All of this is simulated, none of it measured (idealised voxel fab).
process module | voxel transistor to metal
cross-section cut | 200 nm wide | cells 5 nm
A cross-section is a grid of square cells, given in bands from the top down. A band is one or more rows of cells.
Each band's line starts with the height of the band's top and of its bottom, in nm. Then come its materials from left to right, each with its width in nm. One material with "throughout" fills the band from edge to edge. "air" is empty space.
Height 0 is the level under which the wafer as received is all one material. The lowest band goes on downwards, as in "0 down".
A width such as "30 to 40" changes by the same amount from each row of cells to the next, from the band's top row to its bottom row.
"no change" after a step means that no cell of the cross-section changed.
closed voids: empty space of 8 cells or more with no open way to the top, each as width x height at its distance from the left edge, in nm
after a step's settings: what the simulator itself notes on the step
overlay nm, on a step with a mask: how far to the right of its planned place the mask lay; to the left if negative
plan
1 op RECEIVE | material Si
2 op OXIDIZE | depth nm 5
3 op CONFORMAL_DEP | material SiN | thk nm 15
4 op MASKED_ETCH | tone cover | mask id ACTIVE | width nm 105 | etch materials SiN | depth nm 15 | overlay nm 0
5 op MASKED_ETCH | tone cover | mask id ACTIVE | width nm 105 | etch materials SiO2 | depth nm 5 | overlay nm 0
6 op MASKED_ETCH | tone cover | mask id ACTIVE | width nm 105 | etch materials Si | depth nm 25 | overlay nm 0
7 op FILL_DEP | material SiO2 | thk nm 5
8 op CMP | height nm 15
9 op SELECTIVE_ETCH | etch materials SiO2 | depth nm 15
10 op STRIP | etch materials SiN
11 op SELECTIVE_ETCH | etch materials SiO2 | depth nm 5
12 op OXIDIZE | depth nm 5
13 op DIRECTIONAL_DEP | material polySi | thk nm 20
14 op DIRECTIONAL_DEP | material SiCN | thk nm 15
15 op PATTERN | tone cover | mask id GATE | material resist | width nm 25 | thk nm 15 | overlay nm 0
16 op DIRECTIONAL_ETCH | etch materials SiCN | depth nm 25
17 op DIRECTIONAL_ETCH | etch materials polySi | depth nm 30
18 op STRIP | etch materials resist
19 op CONFORMAL_DEP | material SiN | thk nm 10
20 op DIRECTIONAL_ETCH | etch materials SiN | depth nm 10
21 op DIRECTIONAL_ETCH | etch materials SiO2 | depth nm 5
22 op DIRECTIONAL_ETCH | etch materials Si | depth nm 5
23 op EPI | material pSi | thk nm 5
24 op FILL_DEP | material SiO2 | thk nm 5
25 op CMP | height nm 15
26 op STRIP | etch materials polySi
27 op SELECTIVE_ETCH | etch materials SiO2 | depth nm 5
28 op CONFORMAL_DEP | material HfO2 | thk nm 5
29 op CONFORMAL_DEP | material TiN | thk nm 5
30 op FILL_DEP | material W | thk nm 10
31 op CMP | height nm 10
32 op DIRECTIONAL_DEP | material SiO2 | thk nm 15
33 op MASKED_ETCH | tone open | mask id CONTACT | width nm 15 | pitch nm 80 | etch materials SiO2 | depth nm 35 | overlay nm 0
34 op CONFORMAL_DEP | material TiN | thk nm 5
35 op FILL_DEP | material W | thk nm 10
36 op CMP | height nm 25
37 op CONFORMAL_DEP | material SiN | thk nm 5
38 op DIRECTIONAL_DEP | material lowk | thk nm 25
39 op DIRECTIONAL_DEP | material aC | thk nm 10
40 op PATTERN | tone open | mask id METAL_1 | material resist | width nm 15 | pitch nm 80 | thk nm 30 | overlay nm 0
41 op DIRECTIONAL_ETCH | etch materials aC | depth nm 10
42 op STRIP | etch materials resist
43 op DIRECTIONAL_ETCH | etch materials lowk | depth nm 25
44 op DIRECTIONAL_ETCH | etch materials SiN | depth nm 5
45 op STRIP | etch materials aC
46 op CONFORMAL_DEP | material TiN | thk nm 5
47 op FILL_DEP | material Ru | thk nm 5
48 op CMP | height nm 55
49 op CONFORMAL_DEP | material SiN | thk nm 5
first wafer, as planned
as received, after step 1
  0 down: Si throughout
  closed voids: none
after step 2
  0 to -5: SiO2 throughout
  below -5: unchanged
after step 3
  15 to 0: SiN throughout
  below 0: unchanged
after step 4
  15 to 0: air 45 | SiN 105 | air 50
  below 0: unchanged
after step 5
  15 to 0: air 45 | SiN 105 | air 50
  0 to -5: air 45 | SiO2 105 | air 50
  below -5: unchanged
after step 6
  15 to 0: air 45 | SiN 105 | air 50
  0 to -5: air 45 | SiO2 105 | air 50
  -5 to -30: air 45 | Si 105 | air 50
  below -30: unchanged
after step 7
  20 to 15: SiO2 throughout
  15 to 0: SiO2 45 | SiN 105 | SiO2 50
  0 to -5: SiO2 throughout
  -5 to -30: SiO2 45 | Si 105 | SiO2 50
  below -30: unchanged
after step 8
  15 to 0: SiO2 45 | SiN 105 | SiO2 50
  below 0: unchanged
after step 9
  15 to 0: air 45 | SiN 105 | air 50
  below 0: unchanged
after step 10
  0 to -5: SiO2 throughout
  below -5: unchanged
after step 11
  -5 to -30: SiO2 45 | Si 105 | SiO2 50
  below -30: unchanged
after step 12
  -5 to -10: SiO2 throughout
  below -10: unchanged
after step 13
  15 to -5: polySi throughout
  below -5: unchanged
after step 14
  30 to 15: SiCN throughout
  below 15: unchanged
after step 15
  45 to 30: air 85 | resist 25 | air 90
  below 30: unchanged
after step 16
  45 to 30: air 85 | resist 25 | air 90
  30 to 15: air 85 | SiCN 25 | air 90
  below 15: unchanged
after step 17
  45 to 30: air 85 | resist 25 | air 90
  30 to 15: air 85 | SiCN 25 | air 90
  15 to -5: air 85 | polySi 25 | air 90
  below -5: unchanged
after step 18
  30 to 15: air 85 | SiCN 25 | air 90
  below 15: unchanged
after step 19
  40 to 30: air 75 | SiN 45 | air 80
  30 to 15: air 75 | SiN 10 | SiCN 25 | SiN 10 | air 80
  15 to 5: air 75 | SiN 10 | polySi 25 | SiN 10 | air 80
  5 to -5: SiN 85 | polySi 25 | SiN 90
  below -5: unchanged
after step 20
  30 to 15: air 75 | SiN 10 | SiCN 25 | SiN 10 | air 80
  15 to -5: air 75 | SiN 10 | polySi 25 | SiN 10 | air 80
  below -5: unchanged
after step 21
  30 to 15: air 75 | SiN 10 | SiCN 25 | SiN 10 | air 80
  15 to -5: air 75 | SiN 10 | polySi 25 | SiN 10 | air 80
  -5 to -10: air 75 | SiO2 45 | air 80
  below -10: unchanged
after step 22
  30 to 15: air 75 | SiN 10 | SiCN 25 | SiN 10 | air 80
  15 to -5: air 75 | SiN 10 | polySi 25 | SiN 10 | air 80
  -5 to -10: air 75 | SiO2 45 | air 80
  -10 to -15: SiO2 45 | air 30 | Si 45 | air 30 | SiO2 50
  below -15: unchanged
after step 23
  30 to 15: air 75 | SiN 10 | SiCN 25 | SiN 10 | air 80
  15 to -5: air 75 | SiN 10 | polySi 25 | SiN 10 | air 80
  -5 to -10: air 70 | pSi 5 | SiO2 45 | pSi 5 | air 75
  -10 to -15: SiO2 45 | pSi 30 | Si 45 | pSi 30 | SiO2 50
  below -15: unchanged
after step 24
  35 to 30: SiO2 throughout
  30 to 15: SiO2 75 | SiN 10 | SiCN 25 | SiN 10 | SiO2 80
  15 to -5: SiO2 75 | SiN 10 | polySi 25 | SiN 10 | SiO2 80
  -5 to -10: SiO2 70 | pSi 5 | SiO2 45 | pSi 5 | SiO2 75
  below -10: unchanged
after step 25
  15 to -5: SiO2 75 | SiN 10 | polySi 25 | SiN 10 | SiO2 80
  below -5: unchanged
after step 26
  15 to -5: SiO2 75 | SiN 10 | air 25 | SiN 10 | SiO2 80
  below -5: unchanged
after step 27
  15 to 10: air 75 | SiN 10 | air 25 | SiN 10 | air 80
  10 to -5: SiO2 75 | SiN 10 | air 25 | SiN 10 | SiO2 80
  -5 to -10: SiO2 70 | pSi 5 | SiO2 5 | air 35 | SiO2 5 | pSi 5 | SiO2 75
  below -10: unchanged
after step 28
  20 to 15: air 70 | HfO2 20 | air 15 | HfO2 20 | air 75
  15 to 10: HfO2 75 | SiN 10 | HfO2 5 | air 15 | HfO2 5 | SiN 10 | HfO2 80
  10 to -5: SiO2 75 | SiN 10 | HfO2 5 | air 15 | HfO2 5 | SiN 10 | SiO2 80
  -5 to -10: SiO2 70 | pSi 5 | SiO2 5 | HfO2 35 | SiO2 5 | pSi 5 | SiO2 75
  below -10: unchanged
after step 29
  25 to 20: air 65 | TiN 30 | air 5 | TiN 30 | air 70
  20 to 15: TiN 70 | HfO2 20 | TiN 5 | air 5 | TiN 5 | HfO2 20 | TiN 75
  15 to 10: HfO2 75 | SiN 10 | HfO2 5 | TiN 5 | air 5 | TiN 5 | HfO2 5 | SiN 10 | HfO2 80
  10 to 0: SiO2 75 | SiN 10 | HfO2 5 | TiN 5 | air 5 | TiN 5 | HfO2 5 | SiN 10 | SiO2 80
  0 to -5: SiO2 75 | SiN 10 | HfO2 5 | TiN 15 | HfO2 5 | SiN 10 | SiO2 80
  below -5: unchanged
after step 30
  35 to 25: W throughout
  25 to 20: W 65 | TiN 30 | W 5 | TiN 30 | W 70
  20 to 15: TiN 70 | HfO2 20 | TiN 5 | W 5 | TiN 5 | HfO2 20 | TiN 75
  15 to 10: HfO2 75 | SiN 10 | HfO2 5 | TiN 5 | W 5 | TiN 5 | HfO2 5 | SiN 10 | HfO2 80
  10 to 0: SiO2 75 | SiN 10 | HfO2 5 | TiN 5 | W 5 | TiN 5 | HfO2 5 | SiN 10 | SiO2 80
  below 0: unchanged
after step 31
  10 to 0: SiO2 75 | SiN 10 | HfO2 5 | TiN 5 | W 5 | TiN 5 | HfO2 5 | SiN 10 | SiO2 80
  below 0: unchanged
after step 32
  25 to 10: SiO2 throughout
  below 10: unchanged
after step 33
  25 to 10: SiO2 50 | air 15 | SiO2 65 | air 15 | SiO2 55
  10 to 0: SiO2 50 | air 15 | SiO2 10 | SiN 10 | HfO2 5 | TiN 5 | W 5 | TiN 5 | HfO2 5 | SiN 10 | SiO2 10 | air 15 | SiO2 55
  0 to -5: SiO2 50 | air 15 | SiO2 10 | SiN 10 | HfO2 5 | TiN 15 | HfO2 5 | SiN 10 | SiO2 10 | air 15 | SiO2 55
  -5 to -10: SiO2 50 | air 15 | SiO2 5 | pSi 5 | SiO2 5 | HfO2 35 | SiO2 5 | pSi 5 | SiO2 5 | air 15 | SiO2 55
  below -10: unchanged
after step 34
  30 to 25: TiN 55 | air 5 | TiN 75 | air 5 | TiN 60
  25 to 10: SiO2 50 | TiN 5 | air 5 | TiN 5 | SiO2 65 | TiN 5 | air 5 | TiN 5 | SiO2 55
  10 to 0: SiO2 50 | TiN 5 | air 5 | TiN 5 | SiO2 10 | SiN 10 | HfO2 5 | TiN 5 | W 5 | TiN 5 | HfO2 5 | SiN 10 | SiO2 10 | TiN 5 | air 5 | TiN 5 | SiO2 55
  0 to -5: SiO2 50 | TiN 5 | air 5 | TiN 5 | SiO2 10 | SiN 10 | HfO2 5 | TiN 15 | HfO2 5 | SiN 10 | SiO2 10 | TiN 5 | air 5 | TiN 5 | SiO2 55
  -5 to -10: SiO2 50 | TiN 15 | SiO2 5 | pSi 5 | SiO2 5 | HfO2 35 | SiO2 5 | pSi 5 | SiO2 5 | TiN 15 | SiO2 55
  below -10: unchanged
after step 35
  40 to 30: W throughout
  30 to 25: TiN 55 | W 5 | TiN 75 | W 5 | TiN 60
  25 to 10: SiO2 50 | TiN 5 | W 5 | TiN 5 | SiO2 65 | TiN 5 | W 5 | TiN 5 | SiO2 55
  10 to 0: SiO2 50 | TiN 5 | W 5 | TiN 5 | SiO2 10 | SiN 10 | HfO2 5 | TiN 5 | W 5 | TiN 5 | HfO2 5 | SiN 10 | SiO2 10 | TiN 5 | W 5 | TiN 5 | SiO2 55
  0 to -5: SiO2 50 | TiN 5 | W 5 | TiN 5 | SiO2 10 | SiN 10 | HfO2 5 | TiN 15 | HfO2 5 | SiN 10 | SiO2 10 | TiN 5 | W 5 | TiN 5 | SiO2 55
  below -5: unchanged
after step 36
  25 to 10: SiO2 50 | TiN 5 | W 5 | TiN 5 | SiO2 65 | TiN 5 | W 5 | TiN 5 | SiO2 55
  below 10: unchanged
after step 37
  30 to 25: SiN throughout
  below 25: unchanged
after step 38
  55 to 30: lowk throughout
  below 30: unchanged
after step 39
  65 to 55: aC throughout
  below 55: unchanged
after step 40
  95 to 65: resist 50 | air 15 | resist 65 | air 15 | resist 55
  below 65: unchanged
after step 41
  85 to 65: resist 50 | air 15 | resist 65 | air 15 | resist 55
  65 to 55: aC 50 | air 15 | aC 65 | air 15 | aC 55
  below 55: unchanged
after step 42
  65 to 55: aC 50 | air 15 | aC 65 | air 15 | aC 55
  below 55: unchanged
after step 43
  65 to 55: aC 50 | air 15 | aC 65 | air 15 | aC 55
  55 to 30: lowk 50 | air 15 | lowk 65 | air 15 | lowk 55
  below 30: unchanged
after step 44
  65 to 55: aC 50 | air 15 | aC 65 | air 15 | aC 55
  55 to 30: lowk 50 | air 15 | lowk 65 | air 15 | lowk 55
  30 to 25: SiN 50 | air 15 | SiN 65 | air 15 | SiN 55
  below 25: unchanged
after step 45
  55 to 30: lowk 50 | air 15 | lowk 65 | air 15 | lowk 55
  below 30: unchanged
after step 46
  60 to 55: TiN 55 | air 5 | TiN 75 | air 5 | TiN 60
  55 to 30: lowk 50 | TiN 5 | air 5 | TiN 5 | lowk 65 | TiN 5 | air 5 | TiN 5 | lowk 55
  30 to 25: SiN 50 | TiN 15 | SiN 65 | TiN 15 | SiN 55
  below 25: unchanged
after step 47
  65 to 60: Ru throughout
  60 to 55: TiN 55 | Ru 5 | TiN 75 | Ru 5 | TiN 60
  55 to 30: lowk 50 | TiN 5 | Ru 5 | TiN 5 | lowk 65 | TiN 5 | Ru 5 | TiN 5 | lowk 55
  below 30: unchanged
after step 48
  55 to 30: lowk 50 | TiN 5 | Ru 5 | TiN 5 | lowk 65 | TiN 5 | Ru 5 | TiN 5 | lowk 55
  below 30: unchanged
after step 49
  60 to 55: SiN throughout
  below 55: unchanged
second wafer: like start, like plan, one mistake. Through step 30 it matches the first wafer
when step 31 should have ended: no change
when step 32 should have ended
  50 to 35: SiO2 throughout
  below 35: unchanged
when step 33 should have ended
  50 to 35: SiO2 50 | air 15 | SiO2 65 | air 15 | SiO2 55
  below 35: unchanged
when step 34 should have ended
  55 to 50: TiN 55 | air 5 | TiN 75 | air 5 | TiN 60
  50 to 40: SiO2 50 | TiN 5 | air 5 | TiN 5 | SiO2 65 | TiN 5 | air 5 | TiN 5 | SiO2 55
  40 to 35: SiO2 50 | TiN 15 | SiO2 65 | TiN 15 | SiO2 55
  below 35: unchanged
when step 35 should have ended
  65 to 55: W throughout
  55 to 50: TiN 55 | W 5 | TiN 75 | W 5 | TiN 60
  50 to 40: SiO2 50 | TiN 5 | W 5 | TiN 5 | SiO2 65 | TiN 5 | W 5 | TiN 5 | SiO2 55
  below 40: unchanged
when step 36 should have ended
  25 to 20: W 65 | TiN 30 | W 5 | TiN 30 | W 70
  below 20: unchanged
when step 37 should have ended
  30 to 25: SiN throughout
  below 25: unchanged
when step 38 should have ended
  55 to 30: lowk throughout
  below 30: unchanged
when step 39 should have ended
  65 to 55: aC throughout
  below 55: unchanged
when step 40 should have ended
  95 to 65: resist 50 | air 15 | resist 65 | air 15 | resist 55
  below 65: unchanged
when step 41 should have ended
  85 to 65: resist 50 | air 15 | resist 65 | air 15 | resist 55
  65 to 55: aC 50 | air 15 | aC 65 | air 15 | aC 55
  below 55: unchanged
when step 42 should have ended
  65 to 55: aC 50 | air 15 | aC 65 | air 15 | aC 55
  below 55: unchanged
when step 43 should have ended
  65 to 55: aC 50 | air 15 | aC 65 | air 15 | aC 55
  55 to 30: lowk 50 | air 15 | lowk 65 | air 15 | lowk 55
  below 30: unchanged
when step 44 should have ended
  65 to 55: aC 50 | air 15 | aC 65 | air 15 | aC 55
  55 to 30: lowk 50 | air 15 | lowk 65 | air 15 | lowk 55
  30 to 25: SiN 50 | air 15 | SiN 65 | air 15 | SiN 55
  below 25: unchanged
when step 45 should have ended
  55 to 30: lowk 50 | air 15 | lowk 65 | air 15 | lowk 55
  below 30: unchanged
when step 46 should have ended
  60 to 55: TiN 55 | air 5 | TiN 75 | air 5 | TiN 60
  55 to 30: lowk 50 | TiN 5 | air 5 | TiN 5 | lowk 65 | TiN 5 | air 5 | TiN 5 | lowk 55
  30 to 25: SiN 50 | TiN 15 | SiN 65 | TiN 15 | SiN 55
  below 25: unchanged
when step 47 should have ended
  65 to 60: Ru throughout
  60 to 55: TiN 55 | Ru 5 | TiN 75 | Ru 5 | TiN 60
  55 to 30: lowk 50 | TiN 5 | Ru 5 | TiN 5 | lowk 65 | TiN 5 | Ru 5 | TiN 5 | lowk 55
  below 30: unchanged
when step 48 should have ended
  55 to 30: lowk 50 | TiN 5 | Ru 5 | TiN 5 | lowk 65 | TiN 5 | Ru 5 | TiN 5 | lowk 55
  below 30: unchanged
when step 49 should have ended
  60 to 55: SiN throughout
  below 55: unchanged
what went wrong: step 31 was left out
at the end the second wafer has, in cells: 41 more of HfO2 | 4 more of SiN | 78 fewer of SiO2 | 15 more of TiN | 18 more of W
